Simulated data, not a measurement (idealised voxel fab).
process module | voxel capacitor over wiring
cross-section cut | 255 nm wide | cells 5 nm
A cross-section is a grid of square cells, given in bands from the top down. A band is one or more rows of cells.
Each band's line starts with the height of the band's top and of its bottom, in nm. Then come its materials from left to right, each with its width in nm. One material with "throughout" fills the band from edge to edge. "air" is empty space.
Height 0 is the level under which the wafer as received is all one material. The lowest band goes on downwards, as in "0 down".
A width such as "30 to 40" changes by the same amount from each row of cells to the next, from the band's top row to its bottom row.
"no change" after a step means that no cell of the cross-section changed.
closed voids: empty space of 8 cells or more with no open way to the top, each as width x height at its distance from the left edge, in nm
after a step's settings: what the simulator itself notes on the step
overlay nm, on a step with a mask: how far to the right of its planned place the mask lay; to the left if negative
plan
1 op RECEIVE | material Si
2 op CONFORMAL_DEP | material SiO2 | thk nm 10
3 op CONFORMAL_DEP | material SiCN | thk nm 5
4 op DIRECTIONAL_DEP | material SiO2 | thk nm 20
5 op PATTERN | tone open | mask id METAL_1 | material resist | width nm 30 | pitch nm 95 | thk nm 20 | overlay nm 0
6 op DIRECTIONAL_ETCH | etch materials SiO2 | depth nm 20
7 op DIRECTIONAL_ETCH | etch materials SiCN | depth nm 5
8 op STRIP | etch materials resist
9 op CONFORMAL_DEP | material TiN | thk nm 5
10 op FILL_DEP | material Ru | thk nm 5
11 op CMP | height nm 35
12 op CONFORMAL_DEP | material SiCN | thk nm 5
13 op DIRECTIONAL_DEP | material SiO2 | thk nm 15
14 op PATTERN | tone open | mask id PLUG_1 | material resist | width nm 15 | thk nm 20 | overlay nm 0
15 op DIRECTIONAL_ETCH | etch materials SiO2 | depth nm 15
16 op DIRECTIONAL_ETCH | etch materials SiCN | depth nm 5
17 op STRIP | etch materials resist
18 op EPI | material Ru | thk nm 10
19 op EPI | material Ru | thk nm 10
20 op DIRECTIONAL_DEP | material TiN | thk nm 10
21 op DIRECTIONAL_DEP | material HfO2 | thk nm 5
22 op DIRECTIONAL_DEP | material TiN | thk nm 10
23 op MASKED_ETCH | tone cover | mask id UPPER_PLATE | width nm 70 | etch materials TiN | depth nm 10 | overlay nm 0
24 op MASKED_ETCH | tone cover | mask id UPPER_PLATE | width nm 70 | etch materials HfO2 | depth nm 5 | overlay nm 0
25 op DIRECTIONAL_DEP | material aC | thk nm 15
26 op PATTERN | tone cover | mask id LOWER_PLATE | material resist | width nm 80 | thk nm 35 | overlay nm 0
27 op DIRECTIONAL_ETCH | etch materials aC | depth nm 15
28 op STRIP | etch materials resist
29 op DIRECTIONAL_ETCH | etch materials TiN | depth nm 10
30 op STRIP | etch materials aC
31 op FILL_DEP | material SiO2 | thk nm 15
32 op CMP | height nm 90
33 op DIRECTIONAL_DEP | material aC | thk nm 15
34 op PATTERN | tone open | mask id PLUG_2 | material resist | width nm 15 | thk nm 30 | overlay nm 0
35 op DIRECTIONAL_ETCH | etch materials aC | depth nm 15
36 op STRIP | etch materials resist
37 op DIRECTIONAL_ETCH | etch materials SiO2 | depth nm 10
38 op STRIP | etch materials aC
39 op CONFORMAL_DEP | material TiN | thk nm 5
40 op FILL_DEP | material W | thk nm 10
41 op CMP | height nm 90
42 op CONFORMAL_DEP | material SiN | thk nm 5
as received, after step 1
  0 down: Si throughout
  closed voids: none
a wafer at the end: this start, this plan, one mistake
  95 to 90: SiN throughout
  90 to 85: SiO2 85 | TiN 5 | W 15 | TiN 5 | SiO2 145
  85 to 80: SiO2 85 | TiN 25 | SiO2 145
  80 to 70: SiO2 80 | TiN 70 | SiO2 105
  70 to 65: SiO2 80 | HfO2 70 | SiO2 105
  65 to 55: SiO2 75 | TiN 80 | SiO2 100
  55 to 40: SiO2 80 | Ru 15 | SiO2 160
  40 to 35: SiCN 80 | Ru 15 | SiCN 160
  35 to 15: SiO2 65 | TiN 5 | Ru 20 | TiN 5 | SiO2 65 | TiN 5 | Ru 20 | TiN 5 | SiO2 65
  15 to 10: SiCN 65 | TiN 30 | SiCN 65 | TiN 30 | SiCN 65
  10 to 0: SiO2 throughout
  0 down: Si throughout
  closed voids: none
what went wrong: step 34 ran as: op PATTERN | tone open | mask id PLUG_2 | material resist | width nm 25 | thk nm 30 | overlay nm 0
